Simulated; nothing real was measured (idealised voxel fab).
The following is a process module called voxel released beams.
Xsec cut, 280 nm wide, square cell size 5 nm.
Cross-section, as written here: a square-cell grid given band by band from the top down, where a band holds one or more rows of cells. Look at the band entry: it leads with the top's height and the bottom's height in nm. Then it lists the materials left to right, with a width in nm for each. The word "edge to edge" on a single material says that material fills the band edge to edge. The word "air" is empty space. All heights in this document are referenced to 0, defined as the level beneath which the wafer, as received, consists entirely of one material. The lowest band is not bounded below; it extends indefinitely downward and is written in the form "from 0 down". When a width is written as two numbers, as in "30 to 40", the first number is the width in the top row of cells of the band and the second is the width in its bottom row, and the width changes by the same amount from each row to the next. When a step is marked "remained unchanged", none of the cells in the cross-section changed during that step. Closed void table: empty space of 8 cells or more with no open way to the top, each as width x height at its distance from the left edge, in nm. Whatever follows a step's settings on its line is a remark the simulator itself makes about that step. What "overlay nm" on a step's line means: if the step has a mask, that mask lay this far to the right of its planned place, or, when the value is negative, to the left. Everything after this point is organized in pairs: a cross-section before one process step, a cross-section after it that shows only as deep as the lowest changed band, and, under the pair, the intervening step with its settings. Because different runs of this module on the same starting wafer can supply different pairs, a pair continues from the pair above it only if its entry headed "State before step" says so.

STATE BEFORE STEP
	from 0 down = Si edge to edge
	Closed void table: none

CROSS-SECTION AFTER STEP
	from 10 to 0 = SiN edge to edge
	Below 0, the layers are the same as they were.
	Closed void table: none
Can you name the step between the two cross-sections above? It is CONFORMAL_DEP, material SiN, thk nm 10

State before step: Please consult the pair immediately above; the cross-section it shows after its step is the state before this step.

CROSS-SECTION AFTER STEP
	from 25 to 10 = SiO2 edge to edge
	Below 10, the layers are the same as they were.
	Closed void table: none
Can you name the step between the two cross-sections above? It is DIRECTIONAL_DEP, material SiO2, thk nm 15

State before step: Please consult the pair immediately above; the cross-section it shows after its step is the state before this step.

CROSS-SECTION AFTER STEP
	from 35 to 25 = aC edge to edge
	Below 25, the layers are the same as they were.
	Closed void table: none
Can you name the step between the two cross-sections above? It is DIRECTIONAL_DEP, material aC, thk nm 10

State before step: Please consult the pair immediately above; the cross-section it shows after its step is the state before this step.

CROSS-SECTION AFTER STEP
	from 65 to 35 = resist 80 nm | air 35 nm | resist 165 nm
	Below 35, the layers are the same as they were.
	Closed void table: none
Can you name the step between the two cross-sections above? It is PATTERN, tone open, mask id ANCHOR, material resist, width nm 35, thk nm 30, overlay nm 0

State before step: Please consult the pair immediately above; the cross-section it shows after its step is the state before this step.

CROSS-SECTION AFTER STEP
	from 55 to 35 = resist 80 nm | air 35 nm | resist 165 nm
	from 35 to 25 = aC 80 nm | air 35 nm | aC 165 nm
	Below 25, the layers are the same as they were.
	Closed void table: none
Can you name the step between the two cross-sections above? It is DIRECTIONAL_ETCH, etch materials aC, depth nm 10

State before step: Please consult the pair immediately above; the cross-section it shows after its step is the state before this step.

CROSS-SECTION AFTER STEP
	from 35 to 25 = aC 80 nm | air 35 nm | aC 165 nm
	Below 25, the layers are the same as they were.
	Closed void table: none
Can you name the step between the two cross-sections above? It is STRIP, etch materials resist

State before step: Please consult the pair immediately above; the cross-section it shows after its step is the state before this step.

CROSS-SECTION AFTER STEP
	from 35 to 25 = aC 80 nm | air 35 nm | aC 165 nm
	from 25 to 10 = SiO2 80 nm | air 35 nm | SiO2 165 nm
	Below 10, the layers are the same as they were.
	Closed void table: none
Can you name the step between the two cross-sections above? It is DIRECTIONAL_ETCH, etch materials SiO2, depth nm 15

State before step: Please consult the pair immediately above; the cross-section it shows after its step is the state before this step.

CROSS-SECTION AFTER STEP
	from 25 to 10 = SiO2 80 nm | air 35 nm | SiO2 165 nm
	Below 10, the layers are the same as they were.
	Closed void table: none
Can you name the step between the two cross-sections above? It is STRIP, etch materials aC

State before step: Please consult the pair immediately above; the cross-section it shows after its step is the state before this step.

CROSS-SECTION AFTER STEP
	from 35 to 25 = W 90 nm | air 15 nm | W 175 nm
	from 25 to 20 = SiO2 80 nm | W 10 nm | air 15 nm | W 10 nm | SiO2 165 nm
	from 20 to 10 = SiO2 80 nm | W 35 nm | SiO2 165 nm
	Below 10, the layers are the same as they were.
	Closed void table: none
Can you name the step between the two cross-sections above? It is CONFORMAL_DEP, material W, thk nm 10

State before step: Please consult the pair immediately above; the cross-section it shows after its step is the state before this step.

CROSS-SECTION AFTER STEP
	from 35 to 25 = air 75 nm | W 15 nm | air 15 nm | W 90 nm | air 85 nm
	Below 25, the layers are the same as they were.
	Closed void table: none
Can you name the step between the two cross-sections above? It is MASKED_ETCH, tone cover, mask id BEAM, width nm 120, etch materials W, depth nm 10, overlay nm 0

State before step: Please consult the pair immediately above; the cross-section it shows after its step is the state before this step.

CROSS-SECTION AFTER STEP
	from 35 to 25 = air 75 nm | W 15 nm | air 15 nm | W 90 nm | air 85 nm
	from 25 to 20 = air 80 nm | W 10 nm | air 15 nm | W 10 nm | air 165 nm
	from 20 to 10 = air 80 nm | W 35 nm | air 165 nm
	Below 10, the layers are the same as they were.
	Closed void table: none
Can you name the step between the two cross-sections above? It is STRIP, etch materials SiO2

STATE BEFORE STEP
	from 0 down = Si edge to edge
	Closed void table: none

CROSS-SECTION AFTER STEP
	from 15 to 0 = SiO2 edge to edge
	Below 0, the layers are the same as they were.
	Closed void table: none
Can you name the step between the two cross-sections above? It is DIRECTIONAL_DEP, material SiO2, thk nm 15

State before step: Please consult the pair immediately above; the cross-section it shows after its step is the state before this step.

CROSS-SECTION AFTER STEP
	from 25 to 15 = aC edge to edge
	Below 15, the layers are the same as they were.
	Closed void table: none
Can you name the step between the two cross-sections above? It is DIRECTIONAL_DEP, material aC, thk nm 10

State before step: Please consult the pair immediately above; the cross-section it shows after its step is the state before this step.

CROSS-SECTION AFTER STEP
	from 55 to 25 = resist 80 nm | air 35 nm | resist 165 nm
	Below 25, the layers are the same as they were.
	Closed void table: none
Can you name the step between the two cross-sections above? It is PATTERN, tone open, mask id ANCHOR, material resist, width nm 35, thk nm 30, overlay nm 0

State before step: Please consult the pair immediately above; the cross-section it shows after its step is the state before this step.

CROSS-SECTION AFTER STEP
	from 45 to 25 = resist 80 nm | air 35 nm | resist 165 nm
	from 25 to 15 = aC 80 nm | air 35 nm | aC 165 nm
	Below 15, the layers are the same as they were.
	Closed void table: none
Can you name the step between the two cross-sections above? It is DIRECTIONAL_ETCH, etch materials aC, depth nm 10

State before step: Please consult the pair immediately above; the cross-section it shows after its step is the state before this step.

CROSS-SECTION AFTER STEP
	from 25 to 15 = aC 80 nm | air 35 nm | aC 165 nm
	Below 15, the layers are the same as they were.
	Closed void table: none
Can you name the step between the two cross-sections above? It is STRIP, etch materials resist

State before step: Please consult the pair immediately above; the cross-section it shows after its step is the state before this step.

CROSS-SECTION AFTER STEP
	from 25 to 15 = aC 80 nm | air 35 nm | aC 165 nm
	from 15 to 0 = SiO2 80 nm | air 35 nm | SiO2 165 nm
	Below 0, the layers are the same as they were.
	Closed void table: none
Can you name the step between the two cross-sections above? It is DIRECTIONAL_ETCH, etch materials SiO2, depth nm 15

State before step: Please consult the pair immediately above; the cross-section it shows after its step is the state before this step.

CROSS-SECTION AFTER STEP
	from 15 to 0 = SiO2 80 nm | air 35 nm | SiO2 165 nm
	Below 0, the layers are the same as they were.
	Closed void table: none
Can you name the step between the two cross-sections above? It is STRIP, etch materials aC

State before step: Please consult the pair immediately above; the cross-section it shows after its step is the state before this step.

CROSS-SECTION AFTER STEP
	from 25 to 15 = W 90 nm | air 15 nm | W 175 nm
	from 15 to 10 = SiO2 80 nm | W 10 nm | air 15 nm | W 10 nm | SiO2 165 nm
	from 10 to 0 = SiO2 80 nm | W 35 nm | SiO2 165 nm
	Below 0, the layers are the same as they were.
	Closed void table: none
Can you name the step between the two cross-sections above? It is CONFORMAL_DEP, material W, thk nm 10

State before step: Please consult the pair immediately above; the cross-section it shows after its step is the state before this step.

CROSS-SECTION AFTER STEP
	from 25 to 15 = air 75 nm | W 15 nm | air 15 nm | W 90 nm | air 85 nm
	Below 15, the layers are the same as they were.
	Closed void table: none
Can you name the step between the two cross-sections above? It is MASKED_ETCH, tone cover, mask id BEAM, width nm 120, etch materials W, depth nm 10, overlay nm 0

State before step: Please consult the pair immediately above; the cross-section it shows after its step is the state before this step.

CROSS-SECTION AFTER STEP
	from 25 to 15 = air 75 nm | W 15 nm | air 15 nm | W 90 nm | air 85 nm
	from 15 to 10 = air 80 nm | W 10 nm | air 15 nm | W 10 nm | air 165 nm
	from 10 to 0 = air 80 nm | W 35 nm | air 165 nm
	Below 0, the layers are the same as they were.
	Closed void table: none
Can you name the step between the two cross-sections above? It is STRIP, etch materials SiO2

STATE BEFORE STEP
	from 55 to 35 = resist 80 nm | air 35 nm | resist 165 nm
	from 35 to 25 = aC 80 nm | air 35 nm | aC 165 nm
	from 25 to 10 = SiO2 edge to edge
	from 10 to 0 = SiN edge to edge
	from 0 down = Si edge to edge
	Closed void table: none

CROSS-SECTION AFTER STEP
	from 45 to 35 = resist 80 nm | air 35 nm | resist 165 nm
	Below 35, the layers are the same as they were.
	Closed void table: none
Can you name the step between the two cross-sections above? It is DIRECTIONAL_ETCH, etch materials aC, depth nm 10

State before step: Please consult the pair immediately above; the cross-section it shows after its step is the state before this step.

CROSS-SECTION AFTER STEP
	from 35 to 25 = aC 80 nm | air 35 nm | aC 165 nm
	Below 25, the layers are the same as they were.
	Closed void table: none
Can you name the step between the two cross-sections above? It is STRIP, etch materials resist

STATE BEFORE STEP
	from 15 to 0 = SiO2 edge to edge
	from 0 down = Si edge to edge
	Closed void table: none

CROSS-SECTION AFTER STEP
	from 25 to 15 = SiN edge to edge
	Below 15, the layers are the same as they were.
	Closed void table: none
Can you name the step between the two cross-sections above? It is CONFORMAL_DEP, material SiN, thk nm 10

State before step: Please consult the pair immediately above; the cross-section it shows after its step is the state before this step.

CROSS-SECTION AFTER STEP
	from 35 to 25 = aC edge to edge
	Below 25, the layers are the same as they were.
	Closed void table: none
Can you name the step between the two cross-sections above? It is DIRECTIONAL_DEP, material aC, thk nm 10

State before step: Please consult the pair immediately above; the cross-section it shows after its step is the state before this step.

CROSS-SECTION AFTER STEP
	from 65 to 35 = resist 80 nm | air 35 nm | resist 165 nm
	Below 35, the layers are the same as they were.
	Closed void table: none
Can you name the step between the two cross-sections above? It is PATTERN, tone open, mask id ANCHOR, material resist, width nm 35, thk nm 30, overlay nm 0

State before step: Please consult the pair immediately above; the cross-section it shows after its step is the state before this step.

CROSS-SECTION AFTER STEP
	from 55 to 35 = resist 80 nm | air 35 nm | resist 165 nm
	from 35 to 25 = aC 80 nm | air 35 nm | aC 165 nm
	Below 25, the layers are the same as they were.
	Closed void table: none
Can you name the step between the two cross-sections above? It is DIRECTIONAL_ETCH, etch materials aC, depth nm 10

State before step: Please consult the pair immediately above; the cross-section it shows after its step is the state before this step.

CROSS-SECTION AFTER STEP
	from 35 to 25 = aC 80 nm | air 35 nm | aC 165 nm
	Below 25, the layers are the same as they were.
	Closed void table: none
Can you name the step between the two cross-sections above? It is STRIP, etch materials resist

State before step: Please consult the pair immediately above; the cross-section it shows after its step is the state before this step.

CROSS-SECTION AFTER STEP
	from 25 to 15 = SiN edge to edge
	Below 15, the layers are the same as they were.
	Closed void table: none
Can you name the step between the two cross-sections above? It is STRIP, etch materials aC

State before step: Please consult the pair immediately above; the cross-section it shows after its step is the state before this step.

CROSS-SECTION AFTER STEP
	from 35 to 25 = W edge to edge
	Below 25, the layers are the same as they were.
	Closed void table: none
Can you name the step between the two cross-sections above? It is CONFORMAL_DEP, material W, thk nm 10

State before step: Please consult the pair immediately above; the cross-section it shows after its step is the state before this step.

CROSS-SECTION AFTER STEP
	from 35 to 25 = air 75 nm | W 120 nm | air 85 nm
	Below 25, the layers are the same as they were.
	Closed void table: none
Can you name the step between the two cross-sections above? It is MASKED_ETCH, tone cover, mask id BEAM, width nm 120, etch materials W, depth nm 10, overlay nm 0

STATE BEFORE STEP
	from 25 to 10 = SiO2 80 nm | air 35 nm | SiO2 165 nm
	from 10 to 0 = SiN edge to edge
	from 0 down = Si edge to edge
	Closed void table: none

CROSS-SECTION AFTER STEP
	from 40 to 25 = W 95 nm | air 5 nm | W 180 nm
	from 25 to 10 = SiO2 80 nm | W 35 nm | SiO2 165 nm
	Below 10, the layers are the same as they were.
	Closed void table: none
Can you name the step between the two cross-sections above? It is CONFORMAL_DEP, material W, thk nm 15

State before step: Please consult the pair immediately above; the cross-section it shows after its step is the state before this step.

CROSS-SECTION AFTER STEP
	from 40 to 30 = air 75 nm | W 20 nm | air 5 nm | W 95 nm | air 85 nm
	Below 30, the layers are the same as they were.
	Closed void table: none
Can you name the step between the two cross-sections above? It is MASKED_ETCH, tone cover, mask id BEAM, width nm 120, etch materials W, depth nm 10, overlay nm 0

STATE BEFORE STEP
	from 35 to 25 = W 90 nm | air 15 nm | W 175 nm
	from 25 to 20 = SiO2 80 nm | W 10 nm | air 15 nm | W 10 nm | SiO2 165 nm
	from 20 to 10 = SiO2 80 nm | W 35 nm | SiO2 165 nm
	from 10 to 0 = SiN edge to edge
	from 0 down = Si edge to edge
	Closed void table: none

CROSS-SECTION AFTER STEP
	from 35 to 25 = air 80 nm | W 10 nm | air 15 nm | W 90 nm | air 85 nm
	Below 25, the layers are the same as they were.
	Closed void table: none
Can you name the step between the two cross-sections above? It is MASKED_ETCH, tone cover, mask id BEAM, width nm 115, etch materials W, depth nm 10, overlay nm 0

State before step: Please consult the pair immediately above; the cross-section it shows after its step is the state before this step.

CROSS-SECTION AFTER STEP
	from 35 to 25 = air 80 nm | W 10 nm | air 15 nm | W 90 nm | air 85 nm
	from 25 to 20 = air 80 nm | W 10 nm | air 15 nm | W 10 nm | air 165 nm
	from 20 to 10 = air 80 nm | W 35 nm | air 165 nm
	Below 10, the layers are the same as they were.
	Closed void table: none
Can you name the step between the two cross-sections above? It is STRIP, etch materials SiO2

STATE BEFORE STEP
	from 35 to 25 = aC edge to edge
	from 25 to 10 = SiO2 edge to edge
	from 10 to 0 = SiN edge to edge
	from 0 down = Si edge to edge
	Closed void table: none

CROSS-SECTION AFTER STEP
	from 65 to 35 = resist 85 nm | air 35 nm | resist 160 nm
	Below 35, the layers are the same as they were.
	Closed void table: none
Can you name the step between the two cross-sections above? It is PATTERN, tone open, mask id ANCHOR, material resist, width nm 35, thk nm 30, overlay nm 5

State before step: Please consult the pair immediately above; the cross-section it shows after its step is the state before this step.

CROSS-SECTION AFTER STEP
	from 55 to 35 = resist 85 nm | air 35 nm | resist 160 nm
	from 35 to 25 = aC 85 nm | air 35 nm | aC 160 nm
	Below 25, the layers are the same as they were.
	Closed void table: none
Can you name the step between the two cross-sections above? It is DIRECTIONAL_ETCH, etch materials aC, depth nm 10

State before step: Please consult the pair immediately above; the cross-section it shows after its step is the state before this step.

CROSS-SECTION AFTER STEP
	from 35 to 25 = aC 85 nm | air 35 nm | aC 160 nm
	Below 25, the layers are the same as they were.
	Closed void table: none
Can you name the step between the two cross-sections above? It is STRIP, etch materials resist

State before step: Please consult the pair immediately above; the cross-section it shows after its step is the state before this step.

CROSS-SECTION AFTER STEP
	from 35 to 25 = aC 85 nm | air 35 nm | aC 160 nm
	from 25 to 10 = SiO2 85 nm | air 35 nm | SiO2 160 nm
	Below 10, the layers are the same as they were.
	Closed void table: none
Can you name the step between the two cross-sections above? It is DIRECTIONAL_ETCH, etch materials SiO2, depth nm 15

State before step: Please consult the pair immediately above; the cross-section it shows after its step is the state before this step.

CROSS-SECTION AFTER STEP
	from 25 to 10 = SiO2 85 nm | air 35 nm | SiO2 160 nm
	Below 10, the layers are the same as they were.
	Closed void table: none
Can you name the step between the two cross-sections above? It is STRIP, etch materials aC

State before step: Please consult the pair immediately above; the cross-section it shows after its step is the state before this step.

CROSS-SECTION AFTER STEP
	from 35 to 25 = W 95 nm | air 15 nm | W 170 nm
	from 25 to 20 = SiO2 85 nm | W 10 nm | air 15 nm | W 10 nm | SiO2 160 nm
	from 20 to 10 = SiO2 85 nm | W 35 nm | SiO2 160 nm
	Below 10, the layers are the same as they were.
	Closed void table: none
Can you name the step between the two cross-sections above? It is CONFORMAL_DEP, material W, thk nm 10

State before step: Please consult the pair immediately above; the cross-section it shows after its step is the state before this step.

CROSS-SECTION AFTER STEP
	from 35 to 25 = air 75 nm | W 20 nm | air 15 nm | W 85 nm | air 85 nm
	Below 25, the layers are the same as they were.
	Closed void table: none
Can you name the step between the two cross-sections above? It is MASKED_ETCH, tone cover, mask id BEAM, width nm 120, etch materials W, depth nm 10, overlay nm 0

State before step: Please consult the pair immediately above; the cross-section it shows after its step is the state before this step.

CROSS-SECTION AFTER STEP
	from 35 to 25 = air 75 nm | W 20 nm | air 15 nm | W 85 nm | air 85 nm
	from 25 to 20 = air 85 nm | W 10 nm | air 15 nm | W 10 nm | air 160 nm
	from 20 to 10 = air 85 nm | W 35 nm | air 160 nm
	Below 10, the layers are the same as they were.
	Closed void table: none
Can you name the step between the two cross-sections above? It is STRIP, etch materials SiO2

STATE BEFORE STEP
	from 35 to 25 = aC 80 nm | air 35 nm | aC 165 nm
	from 25 to 10 = SiO2 80 nm | air 35 nm | SiO2 165 nm
	from 10 to 0 = SiN edge to edge
	from 0 down = Si edge to edge
	Closed void table: none

CROSS-SECTION AFTER STEP
	from 0 down = Si edge to edge
	Closed void table: none
Can you name the step between the two cross-sections above? It is STRIP, etch materials SiN

State before step: Please consult the pair immediately above; the cross-section it shows after its step is the state before this step.

CROSS-SECTION AFTER STEP
	from 10 to 0 = W edge to edge
	Below 0, the layers are the same as they were.
	Closed void table: none
Can you name the step between the two cross-sections above? It is CONFORMAL_DEP, material W, thk nm 10

State before step: Please consult the pair immediately above; the cross-section it shows after its step is the state before this step.

CROSS-SECTION AFTER STEP
	from 10 to 0 = air 75 nm | W 120 nm | air 85 nm
	Below 0, the layers are the same as they were.
	Closed void table: none
Can you name the step between the two cross-sections above? It is MASKED_ETCH, tone cover, mask id BEAM, width nm 120, etch materials W, depth nm 10, overlay nm 0

STATE BEFORE STEP
	from 35 to 25 = aC edge to edge
	from 25 to 10 = SiO2 edge to edge
	from 10 to 0 = SiN edge to edge
	from 0 down = Si edge to edge
	Closed void table: none

CROSS-SECTION AFTER STEP
	from 65 to 35 = air 80 nm | resist 35 nm | air 165 nm
	Below 35, the layers are the same as they were.
	Closed void table: none
Can you name the step between the two cross-sections above? It is PATTERN, tone cover, mask id ANCHOR, material resist, width nm 35, thk nm 30, overlay nm 0

State before step: Please consult the pair immediately above; the cross-section it shows after its step is the state before this step.

CROSS-SECTION AFTER STEP
	from 55 to 35 = air 80 nm | resist 35 nm | air 165 nm
	from 35 to 25 = air 80 nm | aC 35 nm | air 165 nm
	Below 25, the layers are the same as they were.
	Closed void table: none
Can you name the step between the two cross-sections above? It is DIRECTIONAL_ETCH, etch materials aC, depth nm 10

State before step: Please consult the pair immediately above; the cross-section it shows after its step is the state before this step.

CROSS-SECTION AFTER STEP
	from 35 to 25 = air 80 nm | aC 35 nm | air 165 nm
	Below 25, the layers are the same as they were.
	Closed void table: none
Can you name the step between the two cross-sections above? It is STRIP, etch materials resist

State before step: Please consult the pair immediately above; the cross-section it shows after its step is the state before this step.

CROSS-SECTION AFTER STEP
	from 35 to 25 = air 80 nm | aC 35 nm | air 165 nm
	from 25 to 10 = air 80 nm | SiO2 35 nm | air 165 nm
	Below 10, the layers are the same as they were.
	Closed void table: none
Can you name the step between the two cross-sections above? It is DIRECTIONAL_ETCH, etch materials SiO2, depth nm 15

State before step: Please consult the pair immediately above; the cross-section it shows after its step is the state before this step.

CROSS-SECTION AFTER STEP
	from 25 to 10 = air 80 nm | SiO2 35 nm | air 165 nm
	Below 10, the layers are the same as they were.
	Closed void table: none
Can you name the step between the two cross-sections above? It is STRIP, etch materials aC

State before step: Please consult the pair immediately above; the cross-section it shows after its step is the state before this step.

CROSS-SECTION AFTER STEP
	from 35 to 25 = air 70 nm | W 55 nm | air 155 nm
	from 25 to 20 = air 70 nm | W 10 nm | SiO2 35 nm | W 10 nm | air 155 nm
	from 20 to 10 = W 80 nm | SiO2 35 nm | W 165 nm
	Below 10, the layers are the same as they were.
	Closed void table: none
Can you name the step between the two cross-sections above? It is CONFORMAL_DEP, material W, thk nm 10

State before step: Please consult the pair immediately above; the cross-section it shows after its step is the state before this step.

CROSS-SECTION AFTER STEP
	from 35 to 25 = air 75 nm | W 50 nm | air 155 nm
	from 25 to 20 = air 70 nm | W 10 nm | SiO2 35 nm | W 10 nm | air 155 nm
	from 20 to 10 = air 70 nm | W 10 nm | SiO2 35 nm | W 80 nm | air 85 nm
	Below 10, the layers are the same as they were.
	Closed void table: none
Can you name the step between the two cross-sections above? It is MASKED_ETCH, tone cover, mask id BEAM, width nm 120, etch materials W, depth nm 10, overlay nm 0
